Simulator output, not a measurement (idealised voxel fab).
process module | voxel tone inversion
Square cells of 5 nm make up the cross-section cut, whose width is 240 nm.
Cross-section = grid of square cells, listed top down in bands; band = one or more rows. This entry defines a band. It first specifies the height of the band's top and the height of its bottom in nm, and then specifies the band's materials from left to right, stating each material with its width in nm. The word "throughout" identifies a single material that fills the band from edge to edge, while the word "empty" identifies empty space. Ref level 0: as-received wafer is one material below here. Bottom band extends down with no lower bound ("z 0 and below"). Width spec "30 to 40" -> top row of cells at first value, bottom row at second value, equal per-row change in between. The designation "identical to before", where it is given for a processing step, indicates that no cell of the cross-section was altered in the course of that step. The list in "Enclosed void listing" covers empty spaces of 8 cells or more that cannot reach the top through any open way, and it gives each as width x height at distance; the distance is from the left edge, and width, height and distance are in nm. Note: text after step settings on the step line = simulator remark on that step. "overlay nm", when on a step's line for a step with a mask, measures how far to the right of its planned place the mask lay; a negative measure means to the left.
# This section lists the process steps that were planned
| 1 | op RECEIVE | material Si |
| 2 | op CONFORMAL_DEP | material SiN | thk nm 5 |
| 3 | op DIRECTIONAL_DEP | material polySi | thk nm 20 |
| 4 | op PATTERN | tone cover | mask id POSTS | material resist | width nm 15 | pitch nm 45 | thk nm 25 | overlay nm 0 |
| 5 | op DIRECTIONAL_ETCH | etch materials polySi | depth nm 20 |
| 6 | op STRIP | etch materials resist |
| 7 | op FILL_DEP | material lowk | thk nm 10 |
| 8 | op CMP | height nm 25 |
| 9 | op STRIP | etch materials polySi |
| 10 | op CONFORMAL_DEP | material TiN | thk nm 5 |
| 11 | op FILL_DEP | material Cu | thk nm 10 |
| 12 | op CMP | height nm 25 |
| 13 | op CONFORMAL_DEP | material SiCN | thk nm 5 |
Same starting wafers, different width nm at step 4. Plan value belongs to the first wafer.
# The as-received cross-section of the first of several wafers corresponds to the state after step 1
- z 0 and below = Si throughout
- Enclosed void listing: none
# Shown in cross-section: the first of several wafers at the end of the module, after its last step, step 13
- z 30 to 25 = SiCN throughout
- z 25 to 10 = lowk (45), TiN (5), Cu (5), TiN (5), lowk (30), TiN (5), Cu (5), TiN (5), lowk (30), TiN (5), Cu (5), TiN (5), lowk (30), TiN (5), Cu (5), TiN (5), lowk (45)
- z 10 to 5 = lowk (45), TiN (15), lowk (30), TiN (15), lowk (30), TiN (15), lowk (30), TiN (15), lowk (45)
- z 5 to 0 = SiN throughout
- z 0 and below = Si throughout
- Enclosed void listing: none
# Cross-sectional view, end of module, last wafer of several
- z 30 to 25 = SiCN throughout
- z 25 to 10 = lowk (40), TiN (5), Cu (20), TiN (5), lowk (15), TiN (5), Cu (20), TiN (5), lowk (15), TiN (5), Cu (20), TiN (5), lowk (15), TiN (5), Cu (20), TiN (5), lowk (35)
- z 10 to 5 = lowk (40), TiN (30), lowk (15), TiN (30), lowk (15), TiN (30), lowk (15), TiN (30), lowk (35)
- z 5 to 0 = SiN throughout
- z 0 and below = Si throughout
- Enclosed void listing: none
# wafer rows; end of module; cells per material since receipt: (+) gained, (-) lost; then closed voids
width nm 15; +12 Cu; +48 SiCN; +48 SiN; +36 TiN; +144 lowk; Enclosed void listing: none
width nm 20; +24 Cu; +48 SiCN; +48 SiN; +40 TiN; +128 lowk; Enclosed void listing: none
width nm 25; +36 Cu; +48 SiCN; +48 SiN; +44 TiN; +112 lowk; Enclosed void listing: none
width nm 30; +48 Cu; +48 SiCN; +48 SiN; +48 TiN; +96 lowk; Enclosed void listing: none
